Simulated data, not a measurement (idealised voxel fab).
The process module that follows is named voxel ribs on slabs.
Cross-section cut spans 225 nm and uses square cells 5 nm in size.
Cross-section = grid of square cells, listed top down in bands; band = one or more rows. For a band, the entry starts with two heights in nm, that of the top and then that of the bottom, and carries on with the band's materials in order from left to right, each alongside its width in nm; the word "full width" beside a single material means it fills the band edge to edge, and "blank" means empty space. Heights are reckoned from 0. Under this level, the received wafer is all of one material. The bottommost band is open-ended downward, for example "top 0, no bottom". Think of "30..40" as a width that walks from the first number to the second as you go down the band, top row to bottom row, taking equal-sized steps from row to row. What does "left unchanged" mean for a step? It means no cell of the cross-section changed in that step. "Enclosed cavities" lists enclosed empty spaces (at least 8 cells, no open path upward to the top), each as width x height at distance from the left edge, in nm. Formally, on a step line, whatever follows the settings is a remark that the simulator itself makes on the step. The setting "overlay nm" may be written on the line of a step. When the step uses a mask, the value reports how far to the right of the planned place the mask lay, and a negative value reports that it lay to the left.

-- These are the steps we planned for the process
1. RECEIVE: material Si
2. DIRECTIONAL_DEP: material SiO2, thk nm 25
3. DIRECTIONAL_DEP: material SiN, thk nm 15
4. DIRECTIONAL_DEP: material aC, thk nm 15
5. PATTERN: tone cover, mask id RIB, material resist, width nm 15, thk nm 35, overlay nm 0
6. DIRECTIONAL_ETCH: etch materials aC, depth nm 15
7. STRIP: etch materials resist
8. DIRECTIONAL_ETCH: etch materials SiN, depth nm 10
9. STRIP: etch materials aC
10. MASKED_ETCH: tone cover, mask id SLAB, width nm 55, etch materials SiN, depth nm 5, overlay nm 0
11. FILL_DEP: material SiO2, thk nm 20
12. CMP: height nm 55
13. DIRECTIONAL_DEP: material TiN, thk nm 5
14. PATTERN: tone cover, mask id HEATER, material resist, width nm 25, thk nm 20, overlay nm 0
15. DIRECTIONAL_ETCH: etch materials TiN, depth nm 5
16. STRIP: etch materials resist
17. CONFORMAL_DEP: material SiN, thk nm 10

-- Cross-section of the wafer at receipt, which is the condition after step 1
    top 0, no bottom | Si full width
    Enclosed cavities: none

-- Cross-sectional result after module completion. Note: starting condition and plan are unchanged from above; one processing mistake was made
    top 60, bottom 55 | 100 nm blank, then 25 nm TiN, then 100 nm blank
    top 55, bottom 40 | SiO2 full width
    top 40, bottom 30 | 105 nm SiO2, then 15 nm SiN, then 105 nm SiO2
    top 30, bottom 25 | 85 nm SiO2, then 55 nm SiN, then 85 nm SiO2
    top 25, bottom 0 | SiO2 full width
    top 0, no bottom | Si full width
    Enclosed cavities: none
Heads up, the wafer didn't run the way we planned it: not run: step 17 of the plan (skipped)
